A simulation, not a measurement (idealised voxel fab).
Title: Process Module voxel wiring stack
We display cut, a cross-section 245 nm in width whose square cells are each 5 nm.
Each cross-section below is a grid of square cells, stated as bands in top-down order, with one or more rows of cells making up each band.
A band entry consists of two parts. The first gives the height of the band's top and the height of its bottom, in nm. The rest lists the band's materials from left to right, each with its width in nm. A single material labelled with the word "throughout" fills the band from edge to edge, and the word "empty" marks empty space.
We count height from 0. Below that, the starting wafer is all one material. The lowest band never ends at the bottom but goes on down; see "0..down" for how that is written.
The notation "30->40" denotes a width that varies across the rows of cells in the band, beginning at the first number in the top row, finishing at the second number in the bottom row, and changing by an identical amount from each row to the next.
Any step labelled "same as before" changed none of the cells in the cross-section.
Voids not open to the top, 8 cells minimum: see "Cavities, closed". Written width x height at distance; distance is from the left edge; nm.
Post-settings text on a step line: simulator's own remark regarding the step.
overlay nm: step with mask; distance mask lay right of planned place; negative value = left of planned place.
**The following list gives the planned process steps**
1 RECEIVE: material Si
2 CONFORMAL_DEP: material SiO2, thk nm 15
3 CONFORMAL_DEP: material SiN, thk nm 5
4 DIRECTIONAL_DEP: material SiO2, thk nm 20
5 PATTERN: tone open, mask id METAL_1, material resist, width nm 30, pitch nm 50, thk nm 15, overlay nm 0
6 DIRECTIONAL_ETCH: etch materials SiO2, depth nm 20
7 DIRECTIONAL_ETCH: etch materials SiN, depth nm 5
8 STRIP: etch materials resist
9 CONFORMAL_DEP: material TiN, thk nm 5
10 FILL_DEP: material W, thk nm 10
11 CMP: height nm 40
12 CONFORMAL_DEP: material SiCN, thk nm 5
13 DIRECTIONAL_DEP: material SiO2, thk nm 20
14 DIRECTIONAL_DEP: material aC, thk nm 15
15 PATTERN: tone open, mask id PLUG_1, material resist, width nm 15, pitch nm 50, thk nm 30, overlay nm 0
16 DIRECTIONAL_ETCH: etch materials aC, depth nm 15
17 STRIP: etch materials resist
18 DIRECTIONAL_ETCH: etch materials SiO2, depth nm 20
19 DIRECTIONAL_ETCH: etch materials SiCN, depth nm 5
20 STRIP: etch materials aC
21 CONFORMAL_DEP: material TiN, thk nm 5
22 FILL_DEP: material Cu, thk nm 5
23 CMP: height nm 65
24 DIRECTIONAL_DEP: material TiN, thk nm 5
25 DIRECTIONAL_DEP: material Ru, thk nm 15
26 MASKED_ETCH: tone cover, mask id METAL_2, width nm 30, pitch nm 50, etch materials Ru, depth nm 15, overlay nm 0
27 MASKED_ETCH: tone cover, mask id METAL_2, width nm 30, pitch nm 50, etch materials TiN, depth nm 5, overlay nm 0
28 FILL_DEP: material SiO2, thk nm 10
29 CMP: height nm 85
30 CONFORMAL_DEP: material SiCN, thk nm 5
31 DIRECTIONAL_DEP: material lowk, thk nm 10
32 MASKED_ETCH: tone open, mask id PLUG_2, width nm 15, pitch nm 50, etch materials lowk, depth nm 10, overlay nm 0
33 MASKED_ETCH: tone open, mask id PLUG_2, width nm 15, pitch nm 50, etch materials SiCN, depth nm 5, overlay nm 0
34 EPI: material Ru, thk nm 10
35 EPI: material Ru, thk nm 5
36 DIRECTIONAL_DEP: material TiN, thk nm 5
37 DIRECTIONAL_DEP: material W, thk nm 20
38 PATTERN: tone cover, mask id METAL_3, material resist, width nm 30, pitch nm 50, thk nm 15, overlay nm 0
39 DIRECTIONAL_ETCH: etch materials W, depth nm 20
40 DIRECTIONAL_ETCH: etch materials TiN, depth nm 5
41 STRIP: etch materials resist
42 CONFORMAL_DEP: material SiCN, thk nm 5
43 FILL_DEP: material SiO2, thk nm 5
44 CMP: height nm 125
45 CONFORMAL_DEP: material SiN, thk nm 5
**First out of two wafers; run went to plan**
**As received (post step 1): cross-section**
0..down | Si throughout
Cavities, closed: none
**How the wafer stands in section after step 2**
15..0 | SiO2 throughout
For the remainder of the cross-section, below 0, there is no change.
**How the wafer stands in section after step 3**
20..15 | SiN throughout
For the remainder of the cross-section, below 15, there is no change.
**How the wafer stands in section after step 4**
40..20 | SiO2 throughout
For the remainder of the cross-section, below 20, there is no change.
**How the wafer stands in section after step 5**
55..40 | resist 55 nm, empty 30 nm, resist 20 nm, empty 30 nm, resist 20 nm, empty 30 nm, resist 60 nm
For the remainder of the cross-section, below 40, there is no change.
**How the wafer stands in section after step 6**
55..40 | resist 55 nm, empty 30 nm, resist 20 nm, empty 30 nm, resist 20 nm, empty 30 nm, resist 60 nm
40..20 | SiO2 55 nm, empty 30 nm, SiO2 20 nm, empty 30 nm, SiO2 20 nm, empty 30 nm, SiO2 60 nm
For the remainder of the cross-section, below 20, there is no change.
**How the wafer stands in section after step 7**
55..40 | resist 55 nm, empty 30 nm, resist 20 nm, empty 30 nm, resist 20 nm, empty 30 nm, resist 60 nm
40..20 | SiO2 55 nm, empty 30 nm, SiO2 20 nm, empty 30 nm, SiO2 20 nm, empty 30 nm, SiO2 60 nm
20..15 | SiN 55 nm, empty 30 nm, SiN 20 nm, empty 30 nm, SiN 20 nm, empty 30 nm, SiN 60 nm
For the remainder of the cross-section, below 15, there is no change.
**How the wafer stands in section after step 8**
40..20 | SiO2 55 nm, empty 30 nm, SiO2 20 nm, empty 30 nm, SiO2 20 nm, empty 30 nm, SiO2 60 nm
For the remainder of the cross-section, below 20, there is no change.
**How the wafer stands in section after step 9**
45..40 | TiN 60 nm, empty 20 nm, TiN 30 nm, empty 20 nm, TiN 30 nm, empty 20 nm, TiN 65 nm
40..20 | SiO2 55 nm, TiN 5 nm, empty 20 nm, TiN 5 nm, SiO2 20 nm, TiN 5 nm, empty 20 nm, TiN 5 nm, SiO2 20 nm, TiN 5 nm, empty 20 nm, TiN 5 nm, SiO2 60 nm
20..15 | SiN 55 nm, TiN 30 nm, SiN 20 nm, TiN 30 nm, SiN 20 nm, TiN 30 nm, SiN 60 nm
For the remainder of the cross-section, below 15, there is no change.
**How the wafer stands in section after step 10**
55..45 | W throughout
45..40 | TiN 60 nm, W 20 nm, TiN 30 nm, W 20 nm, TiN 30 nm, W 20 nm, TiN 65 nm
40..20 | SiO2 55 nm, TiN 5 nm, W 20 nm, TiN 5 nm, SiO2 20 nm, TiN 5 nm, W 20 nm, TiN 5 nm, SiO2 20 nm, TiN 5 nm, W 20 nm, TiN 5 nm, SiO2 60 nm
For the remainder of the cross-section, below 20, there is no change.
**How the wafer stands in section after step 11**
40..20 | SiO2 55 nm, TiN 5 nm, W 20 nm, TiN 5 nm, SiO2 20 nm, TiN 5 nm, W 20 nm, TiN 5 nm, SiO2 20 nm, TiN 5 nm, W 20 nm, TiN 5 nm, SiO2 60 nm
For the remainder of the cross-section, below 20, there is no change.
**How the wafer stands in section after step 12**
45..40 | SiCN throughout
For the remainder of the cross-section, below 40, there is no change.
**How the wafer stands in section after step 13**
65..45 | SiO2 throughout
For the remainder of the cross-section, below 45, there is no change.
**How the wafer stands in section after step 14**
80..65 | aC throughout
For the remainder of the cross-section, below 65, there is no change.
**How the wafer stands in section after step 15**
110..80 | resist 55 nm, empty 15 nm, resist 35 nm, empty 15 nm, resist 35 nm, empty 15 nm, resist 75 nm
For the remainder of the cross-section, below 80, there is no change.
**How the wafer stands in section after step 16**
95..80 | resist 55 nm, empty 15 nm, resist 35 nm, empty 15 nm, resist 35 nm, empty 15 nm, resist 75 nm
80..65 | aC 55 nm, empty 15 nm, aC 35 nm, empty 15 nm, aC 35 nm, empty 15 nm, aC 75 nm
For the remainder of the cross-section, below 65, there is no change.
**How the wafer stands in section after step 17**
80..65 | aC 55 nm, empty 15 nm, aC 35 nm, empty 15 nm, aC 35 nm, empty 15 nm, aC 75 nm
For the remainder of the cross-section, below 65, there is no change.
**How the wafer stands in section after step 18**
80..65 | aC 55 nm, empty 15 nm, aC 35 nm, empty 15 nm, aC 35 nm, empty 15 nm, aC 75 nm
65..45 | SiO2 55 nm, empty 15 nm, SiO2 35 nm, empty 15 nm, SiO2 35 nm, empty 15 nm, SiO2 75 nm
For the remainder of the cross-section, below 45, there is no change.
**How the wafer stands in section after step 19**
80..65 | aC 55 nm, empty 15 nm, aC 35 nm, empty 15 nm, aC 35 nm, empty 15 nm, aC 75 nm
65..45 | SiO2 55 nm, empty 15 nm, SiO2 35 nm, empty 15 nm, SiO2 35 nm, empty 15 nm, SiO2 75 nm
45..40 | SiCN 55 nm, empty 15 nm, SiCN 35 nm, empty 15 nm, SiCN 35 nm, empty 15 nm, SiCN 75 nm
For the remainder of the cross-section, below 40, there is no change.
**How the wafer stands in section after step 20**
65..45 | SiO2 55 nm, empty 15 nm, SiO2 35 nm, empty 15 nm, SiO2 35 nm, empty 15 nm, SiO2 75 nm
For the remainder of the cross-section, below 45, there is no change.
**How the wafer stands in section after step 21**
70..65 | TiN 60 nm, empty 5 nm, TiN 45 nm, empty 5 nm, TiN 45 nm, empty 5 nm, TiN 80 nm
65..45 | SiO2 55 nm, TiN 5 nm, empty 5 nm, TiN 5 nm, SiO2 35 nm, TiN 5 nm, empty 5 nm, TiN 5 nm, SiO2 35 nm, TiN 5 nm, empty 5 nm, TiN 5 nm, SiO2 75 nm
45..40 | SiCN 55 nm, TiN 15 nm, SiCN 35 nm, TiN 15 nm, SiCN 35 nm, TiN 15 nm, SiCN 75 nm
For the remainder of the cross-section, below 40, there is no change.
**How the wafer stands in section after step 22**
75..70 | Cu throughout
70..65 | TiN 60 nm, Cu 5 nm, TiN 45 nm, Cu 5 nm, TiN 45 nm, Cu 5 nm, TiN 80 nm
65..45 | SiO2 55 nm, TiN 5 nm, Cu 5 nm, TiN 5 nm, SiO2 35 nm, TiN 5 nm, Cu 5 nm, TiN 5 nm, SiO2 35 nm, TiN 5 nm, Cu 5 nm, TiN 5 nm, SiO2 75 nm
For the remainder of the cross-section, below 45, there is no change.
**How the wafer stands in section after step 23**
65..45 | SiO2 55 nm, TiN 5 nm, Cu 5 nm, TiN 5 nm, SiO2 35 nm, TiN 5 nm, Cu 5 nm, TiN 5 nm, SiO2 35 nm, TiN 5 nm, Cu 5 nm, TiN 5 nm, SiO2 75 nm
For the remainder of the cross-section, below 45, there is no change.
**How the wafer stands in section after step 24**
70..65 | TiN throughout
For the remainder of the cross-section, below 65, there is no change.
**How the wafer stands in section after step 25**
85..70 | Ru throughout
For the remainder of the cross-section, below 70, there is no change.
**How the wafer stands in section after step 26**
85..70 | empty 55 nm, Ru 30 nm, empty 20 nm, Ru 30 nm, empty 20 nm, Ru 30 nm, empty 60 nm
For the remainder of the cross-section, below 70, there is no change.
**How the wafer stands in section after step 27**
85..70 | empty 55 nm, Ru 30 nm, empty 20 nm, Ru 30 nm, empty 20 nm, Ru 30 nm, empty 60 nm
70..65 | empty 55 nm, TiN 30 nm, empty 20 nm, TiN 30 nm, empty 20 nm, TiN 30 nm, empty 60 nm
For the remainder of the cross-section, below 65, there is no change.
**How the wafer stands in section after step 28**
95..85 | SiO2 throughout
85..70 | SiO2 55 nm, Ru 30 nm, SiO2 20 nm, Ru 30 nm, SiO2 20 nm, Ru 30 nm, SiO2 60 nm
70..65 | SiO2 55 nm, TiN 30 nm, SiO2 20 nm, TiN 30 nm, SiO2 20 nm, TiN 30 nm, SiO2 60 nm
For the remainder of the cross-section, below 65, there is no change.
**How the wafer stands in section after step 29**
85..70 | SiO2 55 nm, Ru 30 nm, SiO2 20 nm, Ru 30 nm, SiO2 20 nm, Ru 30 nm, SiO2 60 nm
For the remainder of the cross-section, below 70, there is no change.
**How the wafer stands in section after step 30**
90..85 | SiCN throughout
For the remainder of the cross-section, below 85, there is no change.
**How the wafer stands in section after step 31**
100..90 | lowk throughout
For the remainder of the cross-section, below 90, there is no change.
**How the wafer stands in section after step 32**
100..90 | lowk 55 nm, empty 15 nm, lowk 35 nm, empty 15 nm, lowk 35 nm, empty 15 nm, lowk 75 nm
For the remainder of the cross-section, below 90, there is no change.
**How the wafer stands in section after step 33**
100..90 | lowk 55 nm, empty 15 nm, lowk 35 nm, empty 15 nm, lowk 35 nm, empty 15 nm, lowk 75 nm
90..85 | SiCN 55 nm, empty 15 nm, SiCN 35 nm, empty 15 nm, SiCN 35 nm, empty 15 nm, SiCN 75 nm
For the remainder of the cross-section, below 85, there is no change.
**How the wafer stands in section after step 34**
100..95 | lowk 55 nm, empty 15 nm, lowk 35 nm, empty 15 nm, lowk 35 nm, empty 15 nm, lowk 75 nm
95..90 | lowk 55 nm, Ru 15 nm, lowk 35 nm, Ru 15 nm, lowk 35 nm, Ru 15 nm, lowk 75 nm
90..85 | SiCN 55 nm, Ru 15 nm, SiCN 35 nm, Ru 15 nm, SiCN 35 nm, Ru 15 nm, SiCN 75 nm
For the remainder of the cross-section, below 85, there is no change.
**How the wafer stands in section after step 35**
100..90 | lowk 55 nm, Ru 15 nm, lowk 35 nm, Ru 15 nm, lowk 35 nm, Ru 15 nm, lowk 75 nm
For the remainder of the cross-section, below 90, there is no change.
**How the wafer stands in section after step 36**
105..100 | TiN throughout
For the remainder of the cross-section, below 100, there is no change.
**How the wafer stands in section after step 37**
125..105 | W throughout
For the remainder of the cross-section, below 105, there is no change.
**How the wafer stands in section after step 38**
140..125 | empty 55 nm, resist 30 nm, empty 20 nm, resist 30 nm, empty 20 nm, resist 30 nm, empty 60 nm
For the remainder of the cross-section, below 125, there is no change.
**How the wafer stands in section after step 39**
140..125 | empty 55 nm, resist 30 nm, empty 20 nm, resist 30 nm, empty 20 nm, resist 30 nm, empty 60 nm
125..105 | empty 55 nm, W 30 nm, empty 20 nm, W 30 nm, empty 20 nm, W 30 nm, empty 60 nm
For the remainder of the cross-section, below 105, there is no change.
**How the wafer stands in section after step 40**
140..125 | empty 55 nm, resist 30 nm, empty 20 nm, resist 30 nm, empty 20 nm, resist 30 nm, empty 60 nm
125..105 | empty 55 nm, W 30 nm, empty 20 nm, W 30 nm, empty 20 nm, W 30 nm, empty 60 nm
105..100 | empty 55 nm, TiN 30 nm, empty 20 nm, TiN 30 nm, empty 20 nm, TiN 30 nm, empty 60 nm
For the remainder of the cross-section, below 100, there is no change.
**How the wafer stands in section after step 41**
125..105 | empty 55 nm, W 30 nm, empty 20 nm, W 30 nm, empty 20 nm, W 30 nm, empty 60 nm
For the remainder of the cross-section, below 105, there is no change.
**How the wafer stands in section after step 42**
130..125 | empty 50 nm, SiCN 40 nm, empty 10 nm, SiCN 40 nm, empty 10 nm, SiCN 40 nm, empty 55 nm
125..105 | empty 50 nm, SiCN 5 nm, W 30 nm, SiCN 5 nm, empty 10 nm, SiCN 5 nm, W 30 nm, SiCN 5 nm, empty 10 nm, SiCN 5 nm, W 30 nm, SiCN 5 nm, empty 55 nm
105..100 | SiCN 55 nm, TiN 30 nm, SiCN 20 nm, TiN 30 nm, SiCN 20 nm, TiN 30 nm, SiCN 60 nm
For the remainder of the cross-section, below 100, there is no change.
**How the wafer stands in section after step 43**
135..130 | SiO2 throughout
130..125 | SiO2 50 nm, SiCN 40 nm, SiO2 10 nm, SiCN 40 nm, SiO2 10 nm, SiCN 40 nm, SiO2 55 nm
125..105 | SiO2 50 nm, SiCN 5 nm, W 30 nm, SiCN 5 nm, SiO2 10 nm, SiCN 5 nm, W 30 nm, SiCN 5 nm, SiO2 10 nm, SiCN 5 nm, W 30 nm, SiCN 5 nm, SiO2 55 nm
For the remainder of the cross-section, below 105, there is no change.
**How the wafer stands in section after step 44**
125..105 | SiO2 50 nm, SiCN 5 nm, W 30 nm, SiCN 5 nm, SiO2 10 nm, SiCN 5 nm, W 30 nm, SiCN 5 nm, SiO2 10 nm, SiCN 5 nm, W 30 nm, SiCN 5 nm, SiO2 55 nm
For the remainder of the cross-section, below 105, there is no change.
**How the wafer stands in section after step 45**
130..125 | SiN throughout
For the remainder of the cross-section, below 125, there is no change.
**Second wafer, same starting state and plan as the first, one mistake in the run, identical through step 31**
**Second wafer, cross-section, planned end of step 32**
100..90 | empty 55 nm, lowk 15 nm, empty 35 nm, lowk 15 nm, empty 35 nm, lowk 15 nm, empty 75 nm
For the remainder of the cross-section, below 90, there is no change.
Second wafer, cross-section, planned end of step 33: same as before
Second wafer, cross-section, planned end of step 34: same as before
Second wafer, cross-section, planned end of step 35: same as before
**Second wafer, cross-section, planned end of step 36**
105..100 | empty 55 nm, TiN 15 nm, empty 35 nm, TiN 15 nm, empty 35 nm, TiN 15 nm, empty 75 nm
100..95 | empty 55 nm, lowk 15 nm, empty 35 nm, lowk 15 nm, empty 35 nm, lowk 15 nm, empty 75 nm
95..90 | TiN 55 nm, lowk 15 nm, TiN 35 nm, lowk 15 nm, TiN 35 nm, lowk 15 nm, TiN 75 nm
For the remainder of the cross-section, below 90, there is no change.
**Second wafer, cross-section, planned end of step 37**
125..115 | empty 55 nm, W 15 nm, empty 35 nm, W 15 nm, empty 35 nm, W 15 nm, empty 75 nm
115..105 | W throughout
105..100 | W 55 nm, TiN 15 nm, W 35 nm, TiN 15 nm, W 35 nm, TiN 15 nm, W 75 nm
100..95 | W 55 nm, lowk 15 nm, W 35 nm, lowk 15 nm, W 35 nm, lowk 15 nm, W 75 nm
For the remainder of the cross-section, below 95, there is no change.
**Second wafer, cross-section, planned end of step 38**
140..125 | empty 55 nm, resist 30 nm, empty 20 nm, resist 30 nm, empty 20 nm, resist 30 nm, empty 60 nm
125..115 | empty 55 nm, W 15 nm, resist 15 nm, empty 20 nm, W 15 nm, resist 15 nm, empty 20 nm, W 15 nm, resist 15 nm, empty 60 nm
For the remainder of the cross-section, below 115, there is no change.
**Second wafer, cross-section, planned end of step 39**
140..125 | empty 55 nm, resist 30 nm, empty 20 nm, resist 30 nm, empty 20 nm, resist 30 nm, empty 60 nm
125..115 | empty 55 nm, W 15 nm, resist 15 nm, empty 20 nm, W 15 nm, resist 15 nm, empty 20 nm, W 15 nm, resist 15 nm, empty 60 nm
115..105 | empty 55 nm, W 30 nm, empty 20 nm, W 30 nm, empty 20 nm, W 30 nm, empty 60 nm
105..100 | empty 55 nm, TiN 15 nm, W 15 nm, empty 20 nm, TiN 15 nm, W 15 nm, empty 20 nm, TiN 15 nm, W 15 nm, empty 60 nm
100..95 | empty 55 nm, lowk 15 nm, W 15 nm, empty 20 nm, lowk 15 nm, W 15 nm, empty 20 nm, lowk 15 nm, W 15 nm, empty 60 nm
For the remainder of the cross-section, below 95, there is no change.
**Second wafer, cross-section, planned end of step 40**
140..125 | empty 55 nm, resist 30 nm, empty 20 nm, resist 30 nm, empty 20 nm, resist 30 nm, empty 60 nm
125..115 | empty 55 nm, W 15 nm, resist 15 nm, empty 20 nm, W 15 nm, resist 15 nm, empty 20 nm, W 15 nm, resist 15 nm, empty 60 nm
115..105 | empty 55 nm, W 30 nm, empty 20 nm, W 30 nm, empty 20 nm, W 30 nm, empty 60 nm
105..100 | empty 55 nm, TiN 15 nm, W 15 nm, empty 20 nm, TiN 15 nm, W 15 nm, empty 20 nm, TiN 15 nm, W 15 nm, empty 60 nm
100..95 | empty 55 nm, lowk 15 nm, W 15 nm, empty 20 nm, lowk 15 nm, W 15 nm, empty 20 nm, lowk 15 nm, W 15 nm, empty 60 nm
95..90 | empty 55 nm, lowk 15 nm, TiN 15 nm, empty 20 nm, lowk 15 nm, TiN 15 nm, empty 20 nm, lowk 15 nm, TiN 15 nm, empty 60 nm
For the remainder of the cross-section, below 90, there is no change.
**Second wafer, cross-section, planned end of step 41**
125..115 | empty 55 nm, W 15 nm, empty 35 nm, W 15 nm, empty 35 nm, W 15 nm, empty 75 nm
For the remainder of the cross-section, below 115, there is no change.
**Second wafer, cross-section, planned end of step 42**
130..125 | empty 50 nm, SiCN 25 nm, empty 25 nm, SiCN 25 nm, empty 25 nm, SiCN 25 nm, empty 70 nm
125..115 | empty 50 nm, SiCN 5 nm, W 15 nm, SiCN 5->20 nm, empty 25->10 nm, SiCN 5 nm, W 15 nm, SiCN 5->20 nm, empty 25->10 nm, SiCN 5 nm, W 15 nm, SiCN 5->20 nm, empty 70->55 nm
115..105 | empty 50 nm, SiCN 5 nm, W 30 nm, SiCN 5 nm, empty 10 nm, SiCN 5 nm, W 30 nm, SiCN 5 nm, empty 10 nm, SiCN 5 nm, W 30 nm, SiCN 5 nm, empty 55 nm
105..100 | empty 50 nm, SiCN 5 nm, TiN 15 nm, W 15 nm, SiCN 5 nm, empty 10 nm, SiCN 5 nm, TiN 15 nm, W 15 nm, SiCN 5 nm, empty 10 nm, SiCN 5 nm, TiN 15 nm, W 15 nm, SiCN 5 nm, empty 55 nm
100..95 | empty 50 nm, SiCN 5 nm, lowk 15 nm, W 15 nm, SiCN 5 nm, empty 10 nm, SiCN 5 nm, lowk 15 nm, W 15 nm, SiCN 5 nm, empty 10 nm, SiCN 5 nm, lowk 15 nm, W 15 nm, SiCN 5 nm, empty 55 nm
95..90 | SiCN 55 nm, lowk 15 nm, TiN 15 nm, SiCN 20 nm, lowk 15 nm, TiN 15 nm, SiCN 20 nm, lowk 15 nm, TiN 15 nm, SiCN 60 nm
For the remainder of the cross-section, below 90, there is no change.
**Second wafer, cross-section, planned end of step 43**
135..130 | SiO2 throughout
130..125 | SiO2 50 nm, SiCN 25 nm, SiO2 25 nm, SiCN 25 nm, SiO2 25 nm, SiCN 25 nm, SiO2 70 nm
125..115 | SiO2 50 nm, SiCN 5 nm, W 15 nm, SiCN 5->20 nm, SiO2 25->10 nm, SiCN 5 nm, W 15 nm, SiCN 5->20 nm, SiO2 25->10 nm, SiCN 5 nm, W 15 nm, SiCN 5->20 nm, SiO2 70->55 nm
115..105 | SiO2 50 nm, SiCN 5 nm, W 30 nm, SiCN 5 nm, SiO2 10 nm, SiCN 5 nm, W 30 nm, SiCN 5 nm, SiO2 10 nm, SiCN 5 nm, W 30 nm, SiCN 5 nm, SiO2 55 nm
105..100 | SiO2 50 nm, SiCN 5 nm, TiN 15 nm, W 15 nm, SiCN 5 nm, SiO2 10 nm, SiCN 5 nm, TiN 15 nm, W 15 nm, SiCN 5 nm, SiO2 10 nm, SiCN 5 nm, TiN 15 nm, W 15 nm, SiCN 5 nm, SiO2 55 nm
100..95 | SiO2 50 nm, SiCN 5 nm, lowk 15 nm, W 15 nm, SiCN 5 nm, SiO2 10 nm, SiCN 5 nm, lowk 15 nm, W 15 nm, SiCN 5 nm, SiO2 10 nm, SiCN 5 nm, lowk 15 nm, W 15 nm, SiCN 5 nm, SiO2 55 nm
For the remainder of the cross-section, below 95, there is no change.
**Second wafer, cross-section, planned end of step 44**
125..115 | SiO2 50 nm, SiCN 5 nm, W 15 nm, SiCN 5->20 nm, SiO2 25->10 nm, SiCN 5 nm, W 15 nm, SiCN 5->20 nm, SiO2 25->10 nm, SiCN 5 nm, W 15 nm, SiCN 5->20 nm, SiO2 70->55 nm
For the remainder of the cross-section, below 115, there is no change.
**Second wafer, cross-section, planned end of step 45**
130..125 | SiN throughout
For the remainder of the cross-section, below 125, there is no change.
Short version of what went wrong: planned and actual differ for step 32; actual: MASKED_ETCH: tone cover, mask id PLUG_2, width nm 15, pitch nm 50, etch materials lowk, depth nm 10, overlay nm 0
End of process, cell counts, second wafer against first, materials with more or fewer: 27 fewer of Ru | 30 more of SiCN | 59 more of SiO2 | 62 fewer of lowk
